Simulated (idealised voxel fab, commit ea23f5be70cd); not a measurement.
process module | voxel wiring stack
cross-section cut | 160 nm wide | cells 5 nm
A cross-section is a grid of square cells, given in bands from the top down. A band is one or more rows of cells.
Each band's line starts with the height of the band's top and of its bottom, in nm. Then come its materials from left to right, each with its width in nm. One material with "throughout" fills the band from edge to edge. "air" is empty space.
Height 0 is the level under which the wafer as received is all one material. The lowest band goes on downwards, as in "0 down".
A width such as "30 to 40" changes by the same amount from each row of cells to the next, from the band's top row to its bottom row.
"no change" after a step means that no cell of the cross-section changed.
closed voids: empty space of 8 cells or more with no open way to the top, each as width x height at its distance from the left edge, in nm
after a step's settings: what the simulator itself notes on the step
overlay nm, on a step with a mask: how far to the right of its planned place the mask lay; to the left if negative
plan
1 op RECEIVE | material Si
2 op CONFORMAL_DEP | material SiO2 | thk nm 15
3 op CONFORMAL_DEP | material SiCN | thk nm 5
4 op DIRECTIONAL_DEP | material lowk | thk nm 20
5 op DIRECTIONAL_DEP | material aC | thk nm 15
6 op PATTERN | tone open | mask id METAL_1 | material resist | width nm 25 | pitch nm 45 | thk nm 30 | overlay nm 0
7 op DIRECTIONAL_ETCH | etch materials aC | depth nm 15
8 op STRIP | etch materials resist
9 op DIRECTIONAL_ETCH | etch materials lowk | depth nm 20
10 op DIRECTIONAL_ETCH | etch materials SiCN | depth nm 5
11 op STRIP | etch materials aC
12 op CONFORMAL_DEP | material TiN | thk nm 5
13 op FILL_DEP | material Cu | thk nm 5
14 op CMP | height nm 40
15 op CONFORMAL_DEP | material SiCN | thk nm 5
16 op DIRECTIONAL_DEP | material lowk | thk nm 15
17 op MASKED_ETCH | tone open | mask id PLUG_1 | width nm 15 | pitch nm 45 | etch materials lowk | depth nm 15 | overlay nm 0
18 op MASKED_ETCH | tone open | mask id PLUG_1 | width nm 15 | pitch nm 45 | etch materials SiCN | depth nm 5 | overlay nm 0
19 op EPI | material Ru | thk nm 10
20 op EPI | material Ru | thk nm 10
21 op CONFORMAL_DEP | material SiCN | thk nm 5
22 op DIRECTIONAL_DEP | material SiO2 | thk nm 20
23 op PATTERN | tone open | mask id METAL_2 | material resist | width nm 25 | pitch nm 45 | thk nm 15 | overlay nm 0
24 op DIRECTIONAL_ETCH | etch materials SiO2 | depth nm 20
25 op DIRECTIONAL_ETCH | etch materials SiCN | depth nm 5
26 op STRIP | etch materials resist
27 op CONFORMAL_DEP | material TiN | thk nm 5
28 op FILL_DEP | material W | thk nm 10
29 op CMP | height nm 85
30 op CONFORMAL_DEP | material SiCN | thk nm 5
31 op DIRECTIONAL_DEP | material SiO2 | thk nm 35
32 op PATTERN | tone open | mask id METAL_3_HOLES | material resist | width nm 15 | pitch nm 45 | thk nm 20 | overlay nm 0
33 op DIRECTIONAL_ETCH | etch materials SiO2 | depth nm 35
34 op STRIP | etch materials resist
35 op DIRECTIONAL_DEP | material aC | thk nm 10
36 op PATTERN | tone open | mask id METAL_3 | material resist | width nm 25 | pitch nm 45 | thk nm 30 | overlay nm 0
37 op DIRECTIONAL_ETCH | etch materials aC | depth nm 10
38 op STRIP | etch materials resist
39 op DIRECTIONAL_ETCH | etch materials SiO2 | depth nm 20
40 op DIRECTIONAL_ETCH | etch materials SiCN | depth nm 5
41 op STRIP | etch materials aC
42 op CONFORMAL_DEP | material TiN | thk nm 5
43 op FILL_DEP | material Cu | thk nm 10
44 op CMP | height nm 125
45 op CONFORMAL_DEP | material SiCN | thk nm 5
46 op DIRECTIONAL_DEP | material SiO2 | thk nm 10
47 op PATTERN | tone open | mask id PLUG_3 | material resist | width nm 15 | pitch nm 45 | thk nm 15 | overlay nm 0
48 op DIRECTIONAL_ETCH | etch materials SiO2 | depth nm 10
49 op DIRECTIONAL_ETCH | etch materials SiCN | depth nm 5
50 op STRIP | etch materials resist
51 op EPI | material Ru | thk nm 10
52 op EPI | material Ru | thk nm 5
53 op DIRECTIONAL_DEP | material TiN | thk nm 5
54 op DIRECTIONAL_DEP | material Ru | thk nm 20
55 op PATTERN | tone cover | mask id METAL_4 | material resist | width nm 25 | pitch nm 45 | thk nm 15 | overlay nm 0
56 op DIRECTIONAL_ETCH | etch materials Ru | depth nm 20
57 op DIRECTIONAL_ETCH | etch materials TiN | depth nm 5
58 op STRIP | etch materials resist
59 op CONFORMAL_DEP | material SiN | thk nm 5
60 op FILL_DEP | material lowk | thk nm 10
61 op CMP | height nm 165
62 op CONFORMAL_DEP | material SiCN | thk nm 5
first wafer, as planned
as received, after step 1
  0 down: Si throughout
  closed voids: none
after step 2
  15 to 0: SiO2 throughout
  below 0: unchanged
after step 3
  20 to 15: SiCN throughout
  below 15: unchanged
after step 4
  40 to 20: lowk throughout
  below 20: unchanged
after step 5
  55 to 40: aC throughout
  below 40: unchanged
after step 6
  85 to 55: resist 45 | air 25 | resist 20 | air 25 | resist 45
  below 55: unchanged
after step 7
  70 to 55: resist 45 | air 25 | resist 20 | air 25 | resist 45
  55 to 40: aC 45 | air 25 | aC 20 | air 25 | aC 45
  below 40: unchanged
after step 8
  55 to 40: aC 45 | air 25 | aC 20 | air 25 | aC 45
  below 40: unchanged
after step 9
  55 to 40: aC 45 | air 25 | aC 20 | air 25 | aC 45
  40 to 20: lowk 45 | air 25 | lowk 20 | air 25 | lowk 45
  below 20: unchanged
after step 10
  55 to 40: aC 45 | air 25 | aC 20 | air 25 | aC 45
  40 to 20: lowk 45 | air 25 | lowk 20 | air 25 | lowk 45
  20 to 15: SiCN 45 | air 25 | SiCN 20 | air 25 | SiCN 45
  below 15: unchanged
after step 11
  40 to 20: lowk 45 | air 25 | lowk 20 | air 25 | lowk 45
  below 20: unchanged
after step 12
  45 to 40: TiN 50 | air 15 | TiN 30 | air 15 | TiN 50
  40 to 20: lowk 45 | TiN 5 | air 15 | TiN 5 | lowk 20 | TiN 5 | air 15 | TiN 5 | lowk 45
  20 to 15: SiCN 45 | TiN 25 | SiCN 20 | TiN 25 | SiCN 45
  below 15: unchanged
after step 13
  50 to 45: Cu throughout
  45 to 40: TiN 50 | Cu 15 | TiN 30 | Cu 15 | TiN 50
  40 to 20: lowk 45 | TiN 5 | Cu 15 | TiN 5 | lowk 20 | TiN 5 | Cu 15 | TiN 5 | lowk 45
  below 20: unchanged
after step 14
  40 to 20: lowk 45 | TiN 5 | Cu 15 | TiN 5 | lowk 20 | TiN 5 | Cu 15 | TiN 5 | lowk 45
  below 20: unchanged
after step 15
  45 to 40: SiCN throughout
  below 40: unchanged
after step 16
  60 to 45: lowk throughout
  below 45: unchanged
after step 17
  60 to 45: lowk 45 | air 15 | lowk 30 | air 15 | lowk 55
  below 45: unchanged
after step 18
  60 to 45: lowk 45 | air 15 | lowk 30 | air 15 | lowk 55
  45 to 40: SiCN 45 | air 15 | SiCN 30 | air 15 | SiCN 55
  below 40: unchanged
after step 19
  60 to 50: lowk 45 | air 15 | lowk 30 | air 15 | lowk 55
  50 to 45: lowk 45 | Ru 15 | lowk 30 | Ru 15 | lowk 55
  45 to 40: SiCN 45 | Ru 15 | SiCN 30 | Ru 15 | SiCN 55
  below 40: unchanged
after step 20
  60 to 45: lowk 45 | Ru 15 | lowk 30 | Ru 15 | lowk 55
  below 45: unchanged
after step 21
  65 to 60: SiCN throughout
  below 60: unchanged
after step 22
  85 to 65: SiO2 throughout
  below 65: unchanged
after step 23
  100 to 85: resist 45 | air 25 | resist 20 | air 25 | resist 45
  below 85: unchanged
after step 24
  100 to 85: resist 45 | air 25 | resist 20 | air 25 | resist 45
  85 to 65: SiO2 45 | air 25 | SiO2 20 | air 25 | SiO2 45
  below 65: unchanged
after step 25
  100 to 85: resist 45 | air 25 | resist 20 | air 25 | resist 45
  85 to 65: SiO2 45 | air 25 | SiO2 20 | air 25 | SiO2 45
  65 to 60: SiCN 45 | air 25 | SiCN 20 | air 25 | SiCN 45
  below 60: unchanged
after step 26
  85 to 65: SiO2 45 | air 25 | SiO2 20 | air 25 | SiO2 45
  below 65: unchanged
after step 27
  90 to 85: TiN 50 | air 15 | TiN 30 | air 15 | TiN 50
  85 to 65: SiO2 45 | TiN 5 | air 15 | TiN 5 | SiO2 20 | TiN 5 | air 15 | TiN 5 | SiO2 45
  65 to 60: SiCN 45 | TiN 25 | SiCN 20 | TiN 25 | SiCN 45
  below 60: unchanged
after step 28
  100 to 90: W throughout
  90 to 85: TiN 50 | W 15 | TiN 30 | W 15 | TiN 50
  85 to 65: SiO2 45 | TiN 5 | W 15 | TiN 5 | SiO2 20 | TiN 5 | W 15 | TiN 5 | SiO2 45
  below 65: unchanged
after step 29
  85 to 65: SiO2 45 | TiN 5 | W 15 | TiN 5 | SiO2 20 | TiN 5 | W 15 | TiN 5 | SiO2 45
  below 65: unchanged
after step 30
  90 to 85: SiCN throughout
  below 85: unchanged
after step 31
  125 to 90: SiO2 throughout
  below 90: unchanged
after step 32
  145 to 125: resist 45 | air 15 | resist 30 | air 15 | resist 55
  below 125: unchanged
after step 33
  145 to 125: resist 45 | air 15 | resist 30 | air 15 | resist 55
  125 to 90: SiO2 45 | air 15 | SiO2 30 | air 15 | SiO2 55
  below 90: unchanged
after step 34
  125 to 90: SiO2 45 | air 15 | SiO2 30 | air 15 | SiO2 55
  below 90: unchanged
after step 35
  135 to 125: aC 45 | air 15 | aC 30 | air 15 | aC 55
  125 to 100: SiO2 45 | air 15 | SiO2 30 | air 15 | SiO2 55
  100 to 90: SiO2 45 | aC 15 | SiO2 30 | aC 15 | SiO2 55
  below 90: unchanged
after step 36
  165 to 135: resist 45 | air 25 | resist 20 | air 25 | resist 45
  below 135: unchanged
after step 37
  155 to 135: resist 45 | air 25 | resist 20 | air 25 | resist 45
  135 to 125: aC 45 | air 25 | aC 20 | air 25 | aC 45
  125 to 90: SiO2 45 | air 15 | SiO2 30 | air 15 | SiO2 55
  below 90: unchanged
after step 38
  135 to 125: aC 45 | air 25 | aC 20 | air 25 | aC 45
  below 125: unchanged
after step 39
  135 to 125: aC 45 | air 25 | aC 20 | air 25 | aC 45
  125 to 105: SiO2 45 | air 25 | SiO2 20 | air 25 | SiO2 45
  below 105: unchanged
after step 40
  135 to 125: aC 45 | air 25 | aC 20 | air 25 | aC 45
  125 to 105: SiO2 45 | air 25 | SiO2 20 | air 25 | SiO2 45
  105 to 90: SiO2 45 | air 15 | SiO2 30 | air 15 | SiO2 55
  90 to 85: SiCN 45 | air 15 | SiCN 30 | air 15 | SiCN 55
  below 85: unchanged
after step 41
  125 to 105: SiO2 45 | air 25 | SiO2 20 | air 25 | SiO2 45
  below 105: unchanged
after step 42
  130 to 125: TiN 50 | air 15 | TiN 30 | air 15 | TiN 50
  125 to 110: SiO2 45 | TiN 5 | air 15 | TiN 5 | SiO2 20 | TiN 5 | air 15 | TiN 5 | SiO2 45
  110 to 105: SiO2 45 | TiN 5 | air 5 | TiN 15 | SiO2 20 | TiN 5 | air 5 | TiN 15 | SiO2 45
  105 to 90: SiO2 45 | TiN 5 | air 5 | TiN 5 | SiO2 30 | TiN 5 | air 5 | TiN 5 | SiO2 55
  90 to 85: SiCN 45 | TiN 15 | SiCN 30 | TiN 15 | SiCN 55
  below 85: unchanged
after step 43
  140 to 130: Cu throughout
  130 to 125: TiN 50 | Cu 15 | TiN 30 | Cu 15 | TiN 50
  125 to 110: SiO2 45 | TiN 5 | Cu 15 | TiN 5 | SiO2 20 | TiN 5 | Cu 15 | TiN 5 | SiO2 45
  110 to 105: SiO2 45 | TiN 5 | Cu 5 | TiN 15 | SiO2 20 | TiN 5 | Cu 5 | TiN 15 | SiO2 45
  105 to 90: SiO2 45 | TiN 5 | Cu 5 | TiN 5 | SiO2 30 | TiN 5 | Cu 5 | TiN 5 | SiO2 55
  below 90: unchanged
after step 44
  125 to 110: SiO2 45 | TiN 5 | Cu 15 | TiN 5 | SiO2 20 | TiN 5 | Cu 15 | TiN 5 | SiO2 45
  below 110: unchanged
after step 45
  130 to 125: SiCN throughout
  below 125: unchanged
after step 46
  140 to 130: SiO2 throughout
  below 130: unchanged
after step 47
  155 to 140: resist 45 | air 15 | resist 30 | air 15 | resist 55
  below 140: unchanged
after step 48
  155 to 140: resist 45 | air 15 | resist 30 | air 15 | resist 55
  140 to 130: SiO2 45 | air 15 | SiO2 30 | air 15 | SiO2 55
  below 130: unchanged
after step 49
  155 to 140: resist 45 | air 15 | resist 30 | air 15 | resist 55
  140 to 130: SiO2 45 | air 15 | SiO2 30 | air 15 | SiO2 55
  130 to 125: SiCN 45 | air 15 | SiCN 30 | air 15 | SiCN 55
  below 125: unchanged
after step 50
  140 to 130: SiO2 45 | air 15 | SiO2 30 | air 15 | SiO2 55
  below 130: unchanged
after step 51
  140 to 135: SiO2 45 | air 15 | SiO2 30 | air 15 | SiO2 55
  135 to 130: SiO2 45 | Ru 15 | SiO2 30 | Ru 15 | SiO2 55
  130 to 125: SiCN 45 | Ru 15 | SiCN 30 | Ru 15 | SiCN 55
  below 125: unchanged
after step 52
  140 to 130: SiO2 45 | Ru 15 | SiO2 30 | Ru 15 | SiO2 55
  below 130: unchanged
after step 53
  145 to 140: TiN throughout
  below 140: unchanged
after step 54
  165 to 145: Ru throughout
  below 145: unchanged
after step 55
  180 to 165: air 45 | resist 25 | air 20 | resist 25 | air 45
  below 165: unchanged
after step 56
  180 to 165: air 45 | resist 25 | air 20 | resist 25 | air 45
  165 to 145: air 45 | Ru 25 | air 20 | Ru 25 | air 45
  below 145: unchanged
after step 57
  180 to 165: air 45 | resist 25 | air 20 | resist 25 | air 45
  165 to 145: air 45 | Ru 25 | air 20 | Ru 25 | air 45
  145 to 140: air 45 | TiN 25 | air 20 | TiN 25 | air 45
  below 140: unchanged
after step 58
  165 to 145: air 45 | Ru 25 | air 20 | Ru 25 | air 45
  below 145: unchanged
after step 59
  170 to 165: air 40 | SiN 35 | air 10 | SiN 35 | air 40
  165 to 145: air 40 | SiN 5 | Ru 25 | SiN 5 | air 10 | SiN 5 | Ru 25 | SiN 5 | air 40
  145 to 140: SiN 45 | TiN 25 | SiN 20 | TiN 25 | SiN 45
  below 140: unchanged
after step 60
  180 to 170: lowk throughout
  170 to 165: lowk 40 | SiN 35 | lowk 10 | SiN 35 | lowk 40
  165 to 145: lowk 40 | SiN 5 | Ru 25 | SiN 5 | lowk 10 | SiN 5 | Ru 25 | SiN 5 | lowk 40
  below 145: unchanged
after step 61
  165 to 145: lowk 40 | SiN 5 | Ru 25 | SiN 5 | lowk 10 | SiN 5 | Ru 25 | SiN 5 | lowk 40
  below 145: unchanged
after step 62
  170 to 165: SiCN throughout
  below 165: unchanged
second wafer: like start, like plan, one mistake. Through step 1 it matches the first wafer
when step 2 should have ended
  25 to 0: SiO2 throughout
  below 0: unchanged
when step 3 should have ended
  30 to 25: SiCN throughout
  below 25: unchanged
when step 4 should have ended
  50 to 30: lowk throughout
  below 30: unchanged
when step 5 should have ended
  65 to 50: aC throughout
  below 50: unchanged
when step 6 should have ended
  95 to 65: resist 45 | air 25 | resist 20 | air 25 | resist 45
  below 65: unchanged
when step 7 should have ended
  80 to 65: resist 45 | air 25 | resist 20 | air 25 | resist 45
  65 to 50: aC 45 | air 25 | aC 20 | air 25 | aC 45
  below 50: unchanged
when step 8 should have ended
  65 to 50: aC 45 | air 25 | aC 20 | air 25 | aC 45
  below 50: unchanged
when step 9 should have ended
  65 to 50: aC 45 | air 25 | aC 20 | air 25 | aC 45
  50 to 30: lowk 45 | air 25 | lowk 20 | air 25 | lowk 45
  below 30: unchanged
when step 10 should have ended
  65 to 50: aC 45 | air 25 | aC 20 | air 25 | aC 45
  50 to 30: lowk 45 | air 25 | lowk 20 | air 25 | lowk 45
  30 to 25: SiCN 45 | air 25 | SiCN 20 | air 25 | SiCN 45
  below 25: unchanged
when step 11 should have ended
  50 to 30: lowk 45 | air 25 | lowk 20 | air 25 | lowk 45
  below 30: unchanged
when step 12 should have ended
  55 to 50: TiN 50 | air 15 | TiN 30 | air 15 | TiN 50
  50 to 30: lowk 45 | TiN 5 | air 15 | TiN 5 | lowk 20 | TiN 5 | air 15 | TiN 5 | lowk 45
  30 to 25: SiCN 45 | TiN 25 | SiCN 20 | TiN 25 | SiCN 45
  below 25: unchanged
when step 13 should have ended
  60 to 55: Cu throughout
  55 to 50: TiN 50 | Cu 15 | TiN 30 | Cu 15 | TiN 50
  50 to 30: lowk 45 | TiN 5 | Cu 15 | TiN 5 | lowk 20 | TiN 5 | Cu 15 | TiN 5 | lowk 45
  below 30: unchanged
when step 14 should have ended
  40 to 30: lowk 45 | TiN 5 | Cu 15 | TiN 5 | lowk 20 | TiN 5 | Cu 15 | TiN 5 | lowk 45
  below 30: unchanged
when step 15 should have ended
  45 to 40: SiCN throughout
  below 40: unchanged
when step 16 should have ended
  60 to 45: lowk throughout
  below 45: unchanged
when step 17 should have ended
  60 to 45: lowk 45 | air 15 | lowk 30 | air 15 | lowk 55
  below 45: unchanged
when step 18 should have ended
  60 to 45: lowk 45 | air 15 | lowk 30 | air 15 | lowk 55
  45 to 40: SiCN 45 | air 15 | SiCN 30 | air 15 | SiCN 55
  below 40: unchanged
when step 19 should have ended
  60 to 50: lowk 45 | air 15 | lowk 30 | air 15 | lowk 55
  50 to 45: lowk 45 | Ru 15 | lowk 30 | Ru 15 | lowk 55
  45 to 40: SiCN 45 | Ru 15 | SiCN 30 | Ru 15 | SiCN 55
  below 40: unchanged
when step 20 should have ended
  60 to 45: lowk 45 | Ru 15 | lowk 30 | Ru 15 | lowk 55
  below 45: unchanged
when step 21 should have ended
  65 to 60: SiCN throughout
  below 60: unchanged
when step 22 should have ended
  85 to 65: SiO2 throughout
  below 65: unchanged
when step 23 should have ended
  100 to 85: resist 45 | air 25 | resist 20 | air 25 | resist 45
  below 85: unchanged
when step 24 should have ended
  100 to 85: resist 45 | air 25 | resist 20 | air 25 | resist 45
  85 to 65: SiO2 45 | air 25 | SiO2 20 | air 25 | SiO2 45
  below 65: unchanged
when step 25 should have ended
  100 to 85: resist 45 | air 25 | resist 20 | air 25 | resist 45
  85 to 65: SiO2 45 | air 25 | SiO2 20 | air 25 | SiO2 45
  65 to 60: SiCN 45 | air 25 | SiCN 20 | air 25 | SiCN 45
  below 60: unchanged
when step 26 should have ended
  85 to 65: SiO2 45 | air 25 | SiO2 20 | air 25 | SiO2 45
  below 65: unchanged
when step 27 should have ended
  90 to 85: TiN 50 | air 15 | TiN 30 | air 15 | TiN 50
  85 to 65: SiO2 45 | TiN 5 | air 15 | TiN 5 | SiO2 20 | TiN 5 | air 15 | TiN 5 | SiO2 45
  65 to 60: SiCN 45 | TiN 25 | SiCN 20 | TiN 25 | SiCN 45
  below 60: unchanged
when step 28 should have ended
  100 to 90: W throughout
  90 to 85: TiN 50 | W 15 | TiN 30 | W 15 | TiN 50
  85 to 65: SiO2 45 | TiN 5 | W 15 | TiN 5 | SiO2 20 | TiN 5 | W 15 | TiN 5 | SiO2 45
  below 65: unchanged
when step 29 should have ended
  85 to 65: SiO2 45 | TiN 5 | W 15 | TiN 5 | SiO2 20 | TiN 5 | W 15 | TiN 5 | SiO2 45
  below 65: unchanged
when step 30 should have ended
  90 to 85: SiCN throughout
  below 85: unchanged
when step 31 should have ended
  125 to 90: SiO2 throughout
  below 90: unchanged
when step 32 should have ended
  145 to 125: resist 45 | air 15 | resist 30 | air 15 | resist 55
  below 125: unchanged
when step 33 should have ended
  145 to 125: resist 45 | air 15 | resist 30 | air 15 | resist 55
  125 to 90: SiO2 45 | air 15 | SiO2 30 | air 15 | SiO2 55
  below 90: unchanged
when step 34 should have ended
  125 to 90: SiO2 45 | air 15 | SiO2 30 | air 15 | SiO2 55
  below 90: unchanged
when step 35 should have ended
  135 to 125: aC 45 | air 15 | aC 30 | air 15 | aC 55
  125 to 100: SiO2 45 | air 15 | SiO2 30 | air 15 | SiO2 55
  100 to 90: SiO2 45 | aC 15 | SiO2 30 | aC 15 | SiO2 55
  below 90: unchanged
when step 36 should have ended
  165 to 135: resist 45 | air 25 | resist 20 | air 25 | resist 45
  below 135: unchanged
when step 37 should have ended
  155 to 135: resist 45 | air 25 | resist 20 | air 25 | resist 45
  135 to 125: aC 45 | air 25 | aC 20 | air 25 | aC 45
  125 to 90: SiO2 45 | air 15 | SiO2 30 | air 15 | SiO2 55
  below 90: unchanged
when step 38 should have ended
  135 to 125: aC 45 | air 25 | aC 20 | air 25 | aC 45
  below 125: unchanged
when step 39 should have ended
  135 to 125: aC 45 | air 25 | aC 20 | air 25 | aC 45
  125 to 105: SiO2 45 | air 25 | SiO2 20 | air 25 | SiO2 45
  below 105: unchanged
when step 40 should have ended
  135 to 125: aC 45 | air 25 | aC 20 | air 25 | aC 45
  125 to 105: SiO2 45 | air 25 | SiO2 20 | air 25 | SiO2 45
  105 to 90: SiO2 45 | air 15 | SiO2 30 | air 15 | SiO2 55
  90 to 85: SiCN 45 | air 15 | SiCN 30 | air 15 | SiCN 55
  below 85: unchanged
when step 41 should have ended
  125 to 105: SiO2 45 | air 25 | SiO2 20 | air 25 | SiO2 45
  below 105: unchanged
when step 42 should have ended
  130 to 125: TiN 50 | air 15 | TiN 30 | air 15 | TiN 50
  125 to 110: SiO2 45 | TiN 5 | air 15 | TiN 5 | SiO2 20 | TiN 5 | air 15 | TiN 5 | SiO2 45
  110 to 105: SiO2 45 | TiN 5 | air 5 | TiN 15 | SiO2 20 | TiN 5 | air 5 | TiN 15 | SiO2 45
  105 to 90: SiO2 45 | TiN 5 | air 5 | TiN 5 | SiO2 30 | TiN 5 | air 5 | TiN 5 | SiO2 55
  90 to 85: SiCN 45 | TiN 15 | SiCN 30 | TiN 15 | SiCN 55
  below 85: unchanged
when step 43 should have ended
  140 to 130: Cu throughout
  130 to 125: TiN 50 | Cu 15 | TiN 30 | Cu 15 | TiN 50
  125 to 110: SiO2 45 | TiN 5 | Cu 15 | TiN 5 | SiO2 20 | TiN 5 | Cu 15 | TiN 5 | SiO2 45
  110 to 105: SiO2 45 | TiN 5 | Cu 5 | TiN 15 | SiO2 20 | TiN 5 | Cu 5 | TiN 15 | SiO2 45
  105 to 90: SiO2 45 | TiN 5 | Cu 5 | TiN 5 | SiO2 30 | TiN 5 | Cu 5 | TiN 5 | SiO2 55
  below 90: unchanged
when step 44 should have ended
  125 to 110: SiO2 45 | TiN 5 | Cu 15 | TiN 5 | SiO2 20 | TiN 5 | Cu 15 | TiN 5 | SiO2 45
  below 110: unchanged
when step 45 should have ended
  130 to 125: SiCN throughout
  below 125: unchanged
when step 46 should have ended
  140 to 130: SiO2 throughout
  below 130: unchanged
when step 47 should have ended
  155 to 140: resist 45 | air 15 | resist 30 | air 15 | resist 55
  below 140: unchanged
when step 48 should have ended
  155 to 140: resist 45 | air 15 | resist 30 | air 15 | resist 55
  140 to 130: SiO2 45 | air 15 | SiO2 30 | air 15 | SiO2 55
  below 130: unchanged
when step 49 should have ended
  155 to 140: resist 45 | air 15 | resist 30 | air 15 | resist 55
  140 to 130: SiO2 45 | air 15 | SiO2 30 | air 15 | SiO2 55
  130 to 125: SiCN 45 | air 15 | SiCN 30 | air 15 | SiCN 55
  below 125: unchanged
when step 50 should have ended
  140 to 130: SiO2 45 | air 15 | SiO2 30 | air 15 | SiO2 55
  below 130: unchanged
when step 51 should have ended
  140 to 135: SiO2 45 | air 15 | SiO2 30 | air 15 | SiO2 55
  135 to 130: SiO2 45 | Ru 15 | SiO2 30 | Ru 15 | SiO2 55
  130 to 125: SiCN 45 | Ru 15 | SiCN 30 | Ru 15 | SiCN 55
  below 125: unchanged
when step 52 should have ended
  140 to 130: SiO2 45 | Ru 15 | SiO2 30 | Ru 15 | SiO2 55
  below 130: unchanged
when step 53 should have ended
  145 to 140: TiN throughout
  below 140: unchanged
when step 54 should have ended
  165 to 145: Ru throughout
  below 145: unchanged
when step 55 should have ended
  180 to 165: air 45 | resist 25 | air 20 | resist 25 | air 45
  below 165: unchanged
when step 56 should have ended
  180 to 165: air 45 | resist 25 | air 20 | resist 25 | air 45
  165 to 145: air 45 | Ru 25 | air 20 | Ru 25 | air 45
  below 145: unchanged
when step 57 should have ended
  180 to 165: air 45 | resist 25 | air 20 | resist 25 | air 45
  165 to 145: air 45 | Ru 25 | air 20 | Ru 25 | air 45
  145 to 140: air 45 | TiN 25 | air 20 | TiN 25 | air 45
  below 140: unchanged
when step 58 should have ended
  165 to 145: air 45 | Ru 25 | air 20 | Ru 25 | air 45
  below 145: unchanged
when step 59 should have ended
  170 to 165: air 40 | SiN 35 | air 10 | SiN 35 | air 40
  165 to 145: air 40 | SiN 5 | Ru 25 | SiN 5 | air 10 | SiN 5 | Ru 25 | SiN 5 | air 40
  145 to 140: SiN 45 | TiN 25 | SiN 20 | TiN 25 | SiN 45
  below 140: unchanged
when step 60 should have ended
  180 to 170: lowk throughout
  170 to 165: lowk 40 | SiN 35 | lowk 10 | SiN 35 | lowk 40
  165 to 145: lowk 40 | SiN 5 | Ru 25 | SiN 5 | lowk 10 | SiN 5 | Ru 25 | SiN 5 | lowk 40
  below 145: unchanged
when step 61 should have ended
  165 to 145: lowk 40 | SiN 5 | Ru 25 | SiN 5 | lowk 10 | SiN 5 | Ru 25 | SiN 5 | lowk 40
  below 145: unchanged
when step 62 should have ended
  170 to 165: SiCN throughout
  below 165: unchanged
what went wrong: step 2 ran as: op CONFORMAL_DEP | material SiO2 | thk nm 25
at the end the second wafer has, in cells: 12 fewer of Cu | 64 more of SiO2 | 8 fewer of TiN | 44 fewer of lowk
